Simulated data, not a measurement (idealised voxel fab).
The following is a process module called voxel self aligned vias.
FYI the section here is cut, 220 nm wide, cells are 5 nm squares.
The cross-sections in this document take the form of a grid made of square cells. They are written out as bands, in order from top to bottom. Each band consists of one or more rows of cells. Heights first: top, then bottom, in nm. Then materials, left to right, each with a width in nm. "full width" on a single material: fills the band edge to edge. "empty": empty space. Convention: height 0 is the level below which the wafer, as received, is all one material. The lowest band does not terminate at the bottom but continues downward, represented as "0 down". Width: "30 to 40" (first number = top row, second number = bottom row, same change from row to row of cells). The cross-section has no changed cell in any step marked "nothing changed". The entry "Closed internal voids" lists the empty spaces that cover at least 8 cells and have no open path to the top. Each is written as width x height at distance, where the distance is measured from the left edge and all three values are in nm. Post-settings text on a step line: simulator's own remark regarding the step. A step line may carry the setting "overlay nm", which, for steps involving a mask, states the distance by which the mask lay to the right of its intended position; negative values denote displacement to the left. Pairs follow: section before one process step, section after it down to the lowest changed band, step with settings underneath. Pairs may come from different runs of this module on the same starting wafer; continuity with the pair above only as stated in the "Pre-step geometry" entry.
[Pre-step geometry]
    65 to 55  aC=45; empty=55; aC=15; empty=55; aC=50
    55 to 35  lowk=45; empty=55; lowk=15; empty=55; lowk=50
    35 to 25  lowk=60; empty=25; lowk=45; empty=25; lowk=65
    25 to 20  lowk=60; TiN=5; Ru=15; TiN=5; lowk=45; TiN=5; Ru=15; TiN=5; lowk=65
    20 to 15  lowk=60; TiN=25; lowk=45; TiN=25; lowk=65
    15 to 10  SiCN full width
    10 to 0  SiO2 full width
    0 down  Si full width
    Closed internal voids: none
[after]
    55 to 35  lowk=45; empty=55; lowk=15; empty=55; lowk=50
    Heights below 35 show no change.
    Closed internal voids: none
Quick note on the step between the two cross-sections above: STRIP, etch materials aC
Pre-step geometry: we pick up right where the pair above leaves off, with its after cross-section.
[after]
    60 to 55  TiN=50; empty=45; TiN=25; empty=45; TiN=55
    55 to 40  lowk=45; TiN=5; empty=45; TiN=5; lowk=15; TiN=5; empty=45; TiN=5; lowk=50
    40 to 30  lowk=45 to 60; TiN=20 to 5; empty=15; TiN=20 to 5; lowk=15 to 45; TiN=20 to 5; empty=15; TiN=20 to 5; lowk=50 to 65
    30 to 25  lowk=60; TiN=25; lowk=45; TiN=25; lowk=65
    Heights below 25 show no change.
    Closed internal voids: none
Quick note on the step between the two cross-sections above: CONFORMAL_DEP, material TiN, thk nm 5
Pre-step geometry: we pick up right where the pair above leaves off, with its after cross-section.
[after]
    70 to 60  Ru full width
    60 to 55  TiN=50; Ru=45; TiN=25; Ru=45; TiN=55
    55 to 40  lowk=45; TiN=5; Ru=45; TiN=5; lowk=15; TiN=5; Ru=45; TiN=5; lowk=50
    40 to 30  lowk=45 to 60; TiN=20 to 5; Ru=15; TiN=20 to 5; lowk=15 to 45; TiN=20 to 5; Ru=15; TiN=20 to 5; lowk=50 to 65
    Heights below 30 show no change.
    Closed internal voids: none
Quick note on the step between the two cross-sections above: FILL_DEP, material Ru, thk nm 10
Pre-step geometry: we pick up right where the pair above leaves off, with its after cross-section.
[after]
    55 to 40  lowk=45; TiN=5; Ru=45; TiN=5; lowk=15; TiN=5; Ru=45; TiN=5; lowk=50
    Heights below 40 show no change.
    Closed internal voids: none
Quick note on the step between the two cross-sections above: CMP, height nm 55
Pre-step geometry: we pick up right where the pair above leaves off, with its after cross-section.
[after]
    60 to 55  SiCN full width
    Heights below 55 show no change.
    Closed internal voids: none
Quick note on the step between the two cross-sections above: CONFORMAL_DEP, material SiCN, thk nm 5
[Pre-step geometry]
    65 to 55  aC full width
    55 to 35  lowk full width
    35 to 25  lowk=60; SiN=25; lowk=45; SiN=25; lowk=65
    25 to 20  lowk=60; TiN=5; Ru=15; TiN=5; lowk=45; TiN=5; Ru=15; TiN=5; lowk=65
    20 to 15  lowk=60; TiN=25; lowk=45; TiN=25; lowk=65
    15 to 10  SiCN full width
    10 to 0  SiO2 full width
    0 down  Si full width
    Closed internal voids: none
[after]
    90 to 65  resist=45; empty=45; resist=25; empty=45; resist=60
    Heights below 65 show no change.
    Closed internal voids: none
Quick note on the step between the two cross-sections above: PATTERN, tone open, mask id VIAS, material resist, width nm 45, pitch nm 70, thk nm 25, overlay nm -5
Pre-step geometry: we pick up right where the pair above leaves off, with its after cross-section.
[after]
    80 to 65  resist=45; empty=45; resist=25; empty=45; resist=60
    65 to 55  aC=45; empty=45; aC=25; empty=45; aC=60
    Heights below 55 show no change.
    Closed internal voids: none
Quick note on the step between the two cross-sections above: DIRECTIONAL_ETCH, etch materials aC, depth nm 10
Pre-step geometry: we pick up right where the pair above leaves off, with its after cross-section.
[after]
    65 to 55  aC=45; empty=45; aC=25; empty=45; aC=60
    Heights below 55 show no change.
    Closed internal voids: none
Quick note on the step between the two cross-sections above: STRIP, etch materials resist
Pre-step geometry: we pick up right where the pair above leaves off, with its after cross-section.
[after]
    65 to 55  aC=45; empty=45; aC=25; empty=45; aC=60
    55 to 35  lowk=45; empty=45; lowk=25; empty=45; lowk=60
    Heights below 35 show no change.
    Closed internal voids: none
Quick note on the step between the two cross-sections above: DIRECTIONAL_ETCH, etch materials lowk, depth nm 20
Pre-step geometry: we pick up right where the pair above leaves off, with its after cross-section.
[after]
    65 to 55  aC=45; empty=45; aC=25; empty=45; aC=60
    55 to 35  lowk=45; empty=45; lowk=25; empty=45; lowk=60
    35 to 25  lowk=60; empty=25; lowk=45; empty=25; lowk=65
    Heights below 25 show no change.
    Closed internal voids: none
Quick note on the step between the two cross-sections above: DIRECTIONAL_ETCH, etch materials SiN, depth nm 10
Pre-step geometry: we pick up right where the pair above leaves off, with its after cross-section.
[after]
    55 to 35  lowk=45; empty=45; lowk=25; empty=45; lowk=60
    Heights below 35 show no change.
    Closed internal voids: none
Quick note on the step between the two cross-sections above: STRIP, etch materials aC
Pre-step geometry: we pick up right where the pair above leaves off, with its after cross-section.
[after]
    60 to 55  TiN=50; empty=35; TiN=35; empty=35; TiN=65
    55 to 40  lowk=45; TiN=5; empty=35; TiN=5; lowk=25; TiN=5; empty=35; TiN=5; lowk=60
    40 to 30  lowk=45 to 60; TiN=20 to 5; empty=15; TiN=10 to 5; lowk=25 to 45; TiN=20 to 5; empty=15; TiN=10 to 5; lowk=60 to 65
    30 to 25  lowk=60; TiN=25; lowk=45; TiN=25; lowk=65
    Heights below 25 show no change.
    Closed internal voids: none
Quick note on the step between the two cross-sections above: CONFORMAL_DEP, material TiN, thk nm 5
Pre-step geometry: we pick up right where the pair above leaves off, with its after cross-section.
[after]
    70 to 60  Ru full width
    60 to 55  TiN=50; Ru=35; TiN=35; Ru=35; TiN=65
    55 to 40  lowk=45; TiN=5; Ru=35; TiN=5; lowk=25; TiN=5; Ru=35; TiN=5; lowk=60
    40 to 30  lowk=45 to 60; TiN=20 to 5; Ru=15; TiN=10 to 5; lowk=25 to 45; TiN=20 to 5; Ru=15; TiN=10 to 5; lowk=60 to 65
    Heights below 30 show no change.
    Closed internal voids: none
Quick note on the step between the two cross-sections above: FILL_DEP, material Ru, thk nm 10
Pre-step geometry: we pick up right where the pair above leaves off, with its after cross-section.
[after]
    55 to 40  lowk=45; TiN=5; Ru=35; TiN=5; lowk=25; TiN=5; Ru=35; TiN=5; lowk=60
    Heights below 40 show no change.
    Closed internal voids: none
Quick note on the step between the two cross-sections above: CMP, height nm 55
Pre-step geometry: we pick up right where the pair above leaves off, with its after cross-section.
[after]
    60 to 55  SiCN full width
    Heights below 55 show no change.
    Closed internal voids: none
Quick note on the step between the two cross-sections above: CONFORMAL_DEP, material SiCN, thk nm 5
[Pre-step geometry]
    0 down  Si full width
    Closed internal voids: none
[after]
    10 to 0  W full width
    Heights below 0 show no change.
    Closed internal voids: none
Quick note on the step between the two cross-sections above: CONFORMAL_DEP, material W, thk nm 10
Pre-step geometry: we pick up right where the pair above leaves off, with its after cross-section.
[after]
    15 to 10  SiCN full width
    Heights below 10 show no change.
    Closed internal voids: none
Quick note on the step between the two cross-sections above: CONFORMAL_DEP, material SiCN, thk nm 5
Pre-step geometry: we pick up right where the pair above leaves off, with its after cross-section.
[after]
    35 to 15  lowk full width
    Heights below 15 show no change.
    Closed internal voids: none
Quick note on the step between the two cross-sections above: DIRECTIONAL_DEP, material lowk, thk nm 20
Pre-step geometry: we pick up right where the pair above leaves off, with its after cross-section.
[after]
    55 to 35  resist=60; empty=25; resist=45; empty=25; resist=65
    Heights below 35 show no change.
    Closed internal voids: none
Quick note on the step between the two cross-sections above: PATTERN, tone open, mask id LINES, material resist, width nm 25, pitch nm 70, thk nm 20, overlay nm 0
Pre-step geometry: we pick up right where the pair above leaves off, with its after cross-section.
[after]
    55 to 35  resist=60; empty=25; resist=45; empty=25; resist=65
    35 to 15  lowk=60; empty=25; lowk=45; empty=25; lowk=65
    Heights below 15 show no change.
    Closed internal voids: none
Quick note on the step between the two cross-sections above: DIRECTIONAL_ETCH, etch materials lowk, depth nm 20
Pre-step geometry: we pick up right where the pair above leaves off, with its after cross-section.
[after]
    35 to 15  lowk=60; empty=25; lowk=45; empty=25; lowk=65
    Heights below 15 show no change.
    Closed internal voids: none
Quick note on the step between the two cross-sections above: STRIP, etch materials resist
Pre-step geometry: we pick up right where the pair above leaves off, with its after cross-section.
[after]
    40 to 35  TiN=65; empty=15; TiN=55; empty=15; TiN=70
    35 to 20  lowk=60; TiN=5; empty=15; TiN=5; lowk=45; TiN=5; empty=15; TiN=5; lowk=65
    20 to 15  lowk=60; TiN=25; lowk=45; TiN=25; lowk=65
    Heights below 15 show no change.
    Closed internal voids: none
Quick note on the step between the two cross-sections above: CONFORMAL_DEP, material TiN, thk nm 5
Pre-step geometry: we pick up right where the pair above leaves off, with its after cross-section.
[after]
    45 to 40  Ru full width
    40 to 35  TiN=65; Ru=15; TiN=55; Ru=15; TiN=70
    35 to 20  lowk=60; TiN=5; Ru=15; TiN=5; lowk=45; TiN=5; Ru=15; TiN=5; lowk=65
    Heights below 20 show no change.
    Closed internal voids: none
Quick note on the step between the two cross-sections above: FILL_DEP, material Ru, thk nm 5
Pre-step geometry: we pick up right where the pair above leaves off, with its after cross-section.
[after]
    35 to 20  lowk=60; TiN=5; Ru=15; TiN=5; lowk=45; TiN=5; Ru=15; TiN=5; lowk=65
    Heights below 20 show no change.
    Closed internal voids: none
Quick note on the step between the two cross-sections above: CMP, height nm 35
Pre-step geometry: we pick up right where the pair above leaves off, with its after cross-section.
[after]
    35 to 25  lowk=60; empty=25; lowk=45; empty=25; lowk=65
    Heights below 25 show no change.
    Closed internal voids: none
Quick note on the step between the two cross-sections above: SELECTIVE_ETCH, etch materials W Ru TiN, depth nm 10
Pre-step geometry: we pick up right where the pair above leaves off, with its after cross-section.
[after]
    40 to 35  SiN full width
    35 to 25  lowk=60; SiN=25; lowk=45; SiN=25; lowk=65
    Heights below 25 show no change.
    Closed internal voids: none
Quick note on the step between the two cross-sections above: FILL_DEP, material SiN, thk nm 5
Pre-step geometry: we pick up right where the pair above leaves off, with its after cross-section.
[after]
    35 to 25  lowk=60; SiN=25; lowk=45; SiN=25; lowk=65
    Heights below 25 show no change.
    Closed internal voids: none
Quick note on the step between the two cross-sections above: CMP, height nm 35
Pre-step geometry: we pick up right where the pair above leaves off, with its after cross-section.
[after]
    55 to 35  lowk full width
    Heights below 35 show no change.
    Closed internal voids: none
Quick note on the step between the two cross-sections above: DIRECTIONAL_DEP, material lowk, thk nm 20
Pre-step geometry: we pick up right where the pair above leaves off, with its after cross-section.
[after]
    65 to 55  aC full width
    Heights below 55 show no change.
    Closed internal voids: none
Quick note on the step between the two cross-sections above: DIRECTIONAL_DEP, material aC, thk nm 10
Pre-step geometry: we pick up right where the pair above leaves off, with its after cross-section.
[after]
    90 to 65  resist=50; empty=45; resist=25; empty=45; resist=55
    Heights below 65 show no change.
    Closed internal voids: none
Quick note on the step between the two cross-sections above: PATTERN, tone open, mask id VIAS, material resist, width nm 45, pitch nm 70, thk nm 25, overlay nm 0
Pre-step geometry: we pick up right where the pair above leaves off, with its after cross-section.
[after]
    80 to 65  resist=50; empty=45; resist=25; empty=45; resist=55
    65 to 55  aC=50; empty=45; aC=25; empty=45; aC=55
    Heights below 55 show no change.
    Closed internal voids: none
Quick note on the step between the two cross-sections above: DIRECTIONAL_ETCH, etch materials aC, depth nm 10
Pre-step geometry: we pick up right where the pair above leaves off, with its after cross-section.
[after]
    65 to 55  aC=50; empty=45; aC=25; empty=45; aC=55
    Heights below 55 show no change.
    Closed internal voids: none
Quick note on the step between the two cross-sections above: STRIP, etch materials resist
Pre-step geometry: we pick up right where the pair above leaves off, with its after cross-section.
[after]
    65 to 55  aC=50; empty=45; aC=25; empty=45; aC=55
    55 to 35  lowk=50; empty=45; lowk=25; empty=45; lowk=55
    Heights below 35 show no change.
    Closed internal voids: none
Quick note on the step between the two cross-sections above: DIRECTIONAL_ETCH, etch materials lowk, depth nm 20
Pre-step geometry: we pick up right where the pair above leaves off, with its after cross-section.
[after]
    65 to 55  aC=50; empty=45; aC=25; empty=45; aC=55
    55 to 35  lowk=50; empty=45; lowk=25; empty=45; lowk=55
    35 to 25  lowk=60; empty=25; lowk=45; empty=25; lowk=65
    Heights below 25 show no change.
    Closed internal voids: none
Quick note on the step between the two cross-sections above: DIRECTIONAL_ETCH, etch materials SiN, depth nm 10
Pre-step geometry: we pick up right where the pair above leaves off, with its after cross-section.
[after]
    55 to 35  lowk=50; empty=45; lowk=25; empty=45; lowk=55
    Heights below 35 show no change.
    Closed internal voids: none
Quick note on the step between the two cross-sections above: STRIP, etch materials aC
Pre-step geometry: we pick up right where the pair above leaves off, with its after cross-section.
[after]
    60 to 55  TiN=55; empty=35; TiN=35; empty=35; TiN=60
    55 to 40  lowk=50; TiN=5; empty=35; TiN=5; lowk=25; TiN=5; empty=35; TiN=5; lowk=55
    40 to 30  lowk=50 to 60; TiN=15 to 5; empty=15; TiN=15 to 5; lowk=25 to 45; TiN=15 to 5; empty=15; TiN=15 to 5; lowk=55 to 65
    30 to 25  lowk=60; TiN=25; lowk=45; TiN=25; lowk=65
    Heights below 25 show no change.
    Closed internal voids: none
Quick note on the step between the two cross-sections above: CONFORMAL_DEP, material TiN, thk nm 5
Pre-step geometry: we pick up right where the pair above leaves off, with its after cross-section.
[after]
    70 to 60  Ru full width
    60 to 55  TiN=55; Ru=35; TiN=35; Ru=35; TiN=60
    55 to 40  lowk=50; TiN=5; Ru=35; TiN=5; lowk=25; TiN=5; Ru=35; TiN=5; lowk=55
    40 to 30  lowk=50 to 60; TiN=15 to 5; Ru=15; TiN=15 to 5; lowk=25 to 45; TiN=15 to 5; Ru=15; TiN=15 to 5; lowk=55 to 65
    Heights below 30 show no change.
    Closed internal voids: none
Quick note on the step between the two cross-sections above: FILL_DEP, material Ru, thk nm 10
Pre-step geometry: we pick up right where the pair above leaves off, with its after cross-section.
[after]
    55 to 40  lowk=50; TiN=5; Ru=35; TiN=5; lowk=25; TiN=5; Ru=35; TiN=5; lowk=55
    Heights below 40 show no change.
    Closed internal voids: none
Quick note on the step between the two cross-sections above: CMP, height nm 55
Pre-step geometry: we pick up right where the pair above leaves off, with its after cross-section.
[after]
    60 to 55  SiCN full width
    Heights below 55 show no change.
    Closed internal voids: none
Quick note on the step between the two cross-sections above: CONFORMAL_DEP, material SiCN, thk nm 5
[Pre-step geometry]
    35 to 15  lowk full width
    15 to 10  SiCN full width
    10 to 0  SiO2 full width
    0 down  Si full width
    Closed internal voids: none
[after]
    55 to 35  empty=60; resist=25; empty=45; resist=25; empty=65
    Heights below 35 show no change.
    Closed internal voids: none
Quick note on the step between the two cross-sections above: PATTERN, tone cover, mask id LINES, material resist, width nm 25, pitch nm 70, thk nm 20, overlay nm 0
Pre-step geometry: we pick up right where the pair above leaves off, with its after cross-section.
[after]
    55 to 35  empty=60; resist=25; empty=45; resist=25; empty=65
    35 to 15  empty=60; lowk=25; empty=45; lowk=25; empty=65
    Heights below 15 show no change.
    Closed internal voids: none
Quick note on the step between the two cross-sections above: DIRECTIONAL_ETCH, etch materials lowk, depth nm 20
Pre-step geometry: we pick up right where the pair above leaves off, with its after cross-section.
[after]
    35 to 15  empty=60; lowk=25; empty=45; lowk=25; empty=65
    Heights below 15 show no change.
    Closed internal voids: none
Quick note on the step between the two cross-sections above: STRIP, etch materials resist
Pre-step geometry: we pick up right where the pair above leaves off, with its after cross-section.
[after]
    40 to 35  empty=55; TiN=35; empty=35; TiN=35; empty=60
    35 to 20  empty=55; TiN=5; lowk=25; TiN=5; empty=35; TiN=5; lowk=25; TiN=5; empty=60
    20 to 15  TiN=60; lowk=25; TiN=45; lowk=25; TiN=65
    Heights below 15 show no change.
    Closed internal voids: none
Quick note on the step between the two cross-sections above: CONFORMAL_DEP, material TiN, thk nm 5
Pre-step geometry: we pick up right where the pair above leaves off, with its after cross-section.
[after]
    45 to 40  Ru full width
    40 to 35  Ru=55; TiN=35; Ru=35; TiN=35; Ru=60
    35 to 20  Ru=55; TiN=5; lowk=25; TiN=5; Ru=35; TiN=5; lowk=25; TiN=5; Ru=60
    Heights below 20 show no change.
    Closed internal voids: none
Quick note on the step between the two cross-sections above: FILL_DEP, material Ru, thk nm 5
Pre-step geometry: we pick up right where the pair above leaves off, with its after cross-section.
[after]
    35 to 20  Ru=55; TiN=5; lowk=25; TiN=5; Ru=35; TiN=5; lowk=25; TiN=5; Ru=60
    Heights below 20 show no change.
    Closed internal voids: none
Quick note on the step between the two cross-sections above: CMP, height nm 35
Pre-step geometry: we pick up right where the pair above leaves off, with its after cross-section.
[after]
    35 to 25  empty=60; lowk=25; empty=45; lowk=25; empty=65
    Heights below 25 show no change.
    Closed internal voids: none
Quick note on the step between the two cross-sections above: SELECTIVE_ETCH, etch materials W Ru TiN, depth nm 10
Pre-step geometry: we pick up right where the pair above leaves off, with its after cross-section.
[after]
    40 to 35  SiN full width
    35 to 25  SiN=60; lowk=25; SiN=45; lowk=25; SiN=65
    Heights below 25 show no change.
    Closed internal voids: none
Quick note on the step between the two cross-sections above: FILL_DEP, material SiN, thk nm 5
Pre-step geometry: we pick up right where the pair above leaves off, with its after cross-section.
[after]
    35 to 25  SiN=60; lowk=25; SiN=45; lowk=25; SiN=65
    Heights below 25 show no change.
    Closed internal voids: none
Quick note on the step between the two cross-sections above: CMP, height nm 35
Pre-step geometry: we pick up right where the pair above leaves off, with its after cross-section.
[after]
    55 to 35  lowk full width
    Heights below 35 show no change.
    Closed internal voids: none
Quick note on the step between the two cross-sections above: DIRECTIONAL_DEP, material lowk, thk nm 20
Pre-step geometry: we pick up right where the pair above leaves off, with its after cross-section.
[after]
    65 to 55  aC full width
    Heights below 55 show no change.
    Closed internal voids: none
Quick note on the step between the two cross-sections above: DIRECTIONAL_DEP, material aC, thk nm 10
Pre-step geometry: we pick up right where the pair above leaves off, with its after cross-section.
[after]
    90 to 65  resist=50; empty=45; resist=25; empty=45; resist=55
    Heights below 65 show no change.
    Closed internal voids: none
Quick note on the step between the two cross-sections above: PATTERN, tone open, mask id VIAS, material resist, width nm 45, pitch nm 70, thk nm 25, overlay nm 0
Pre-step geometry: we pick up right where the pair above leaves off, with its after cross-section.
[after]
    80 to 65  resist=50; empty=45; resist=25; empty=45; resist=55
    65 to 55  aC=50; empty=45; aC=25; empty=45; aC=55
    Heights below 55 show no change.
    Closed internal voids: none
Quick note on the step between the two cross-sections above: DIRECTIONAL_ETCH, etch materials aC, depth nm 10
Pre-step geometry: we pick up right where the pair above leaves off, with its after cross-section.
[after]
    65 to 55  aC=50; empty=45; aC=25; empty=45; aC=55
    Heights below 55 show no change.
    Closed internal voids: none
Quick note on the step between the two cross-sections above: STRIP, etch materials resist
Pre-step geometry: we pick up right where the pair above leaves off, with its after cross-section.
[after]
    65 to 55  aC=50; empty=45; aC=25; empty=45; aC=55
    55 to 35  lowk=50; empty=45; lowk=25; empty=45; lowk=55
    Heights below 35 show no change.
    Closed internal voids: none
Quick note on the step between the two cross-sections above: DIRECTIONAL_ETCH, etch materials lowk, depth nm 20
Pre-step geometry: we pick up right where the pair above leaves off, with its after cross-section.
[after]
    65 to 55  aC=50; empty=45; aC=25; empty=45; aC=55
    55 to 35  lowk=50; empty=45; lowk=25; empty=45; lowk=55
    35 to 25  SiN=50; empty=10; lowk=25; empty=10; SiN=25; empty=10; lowk=25; empty=10; SiN=55
    Heights below 25 show no change.
    Closed internal voids: none
Quick note on the step between the two cross-sections above: DIRECTIONAL_ETCH, etch materials SiN, depth nm 10
Pre-step geometry: we pick up right where the pair above leaves off, with its after cross-section.
[after]
    55 to 35  lowk=50; empty=45; lowk=25; empty=45; lowk=55
    Heights below 35 show no change.
    Closed internal voids: none
Quick note on the step between the two cross-sections above: STRIP, etch materials aC
Pre-step geometry: we pick up right where the pair above leaves off, with its after cross-section.
[after]
    60 to 55  TiN=55; empty=35; TiN=35; empty=35; TiN=60
    55 to 40  lowk=50; TiN=5; empty=35; TiN=5; lowk=25; TiN=5; empty=35; TiN=5; lowk=55
    40 to 35  lowk=50; TiN=45; lowk=25; TiN=45; lowk=55
    35 to 25  SiN=50; TiN=10; lowk=25; TiN=10; SiN=25; TiN=10; lowk=25; TiN=10; SiN=55
    Heights below 25 show no change.
    Closed internal voids: none
Quick note on the step between the two cross-sections above: CONFORMAL_DEP, material TiN, thk nm 5
Pre-step geometry: we pick up right where the pair above leaves off, with its after cross-section.
[after]
    70 to 60  Ru full width
    60 to 55  TiN=55; Ru=35; TiN=35; Ru=35; TiN=60
    55 to 40  lowk=50; TiN=5; Ru=35; TiN=5; lowk=25; TiN=5; Ru=35; TiN=5; lowk=55
    Heights below 40 show no change.
    Closed internal voids: none
Quick note on the step between the two cross-sections above: FILL_DEP, material Ru, thk nm 10
Pre-step geometry: we pick up right where the pair above leaves off, with its after cross-section.
[after]
    55 to 40  lowk=50; TiN=5; Ru=35; TiN=5; lowk=25; TiN=5; Ru=35; TiN=5; lowk=55
    Heights below 40 show no change.
    Closed internal voids: none
Quick note on the step between the two cross-sections above: CMP, height nm 55
Pre-step geometry: we pick up right where the pair above leaves off, with its after cross-section.
[after]
    60 to 55  SiCN full width
    Heights below 55 show no change.
    Closed internal voids: none
Quick note on the step between the two cross-sections above: CONFORMAL_DEP, material SiCN, thk nm 5
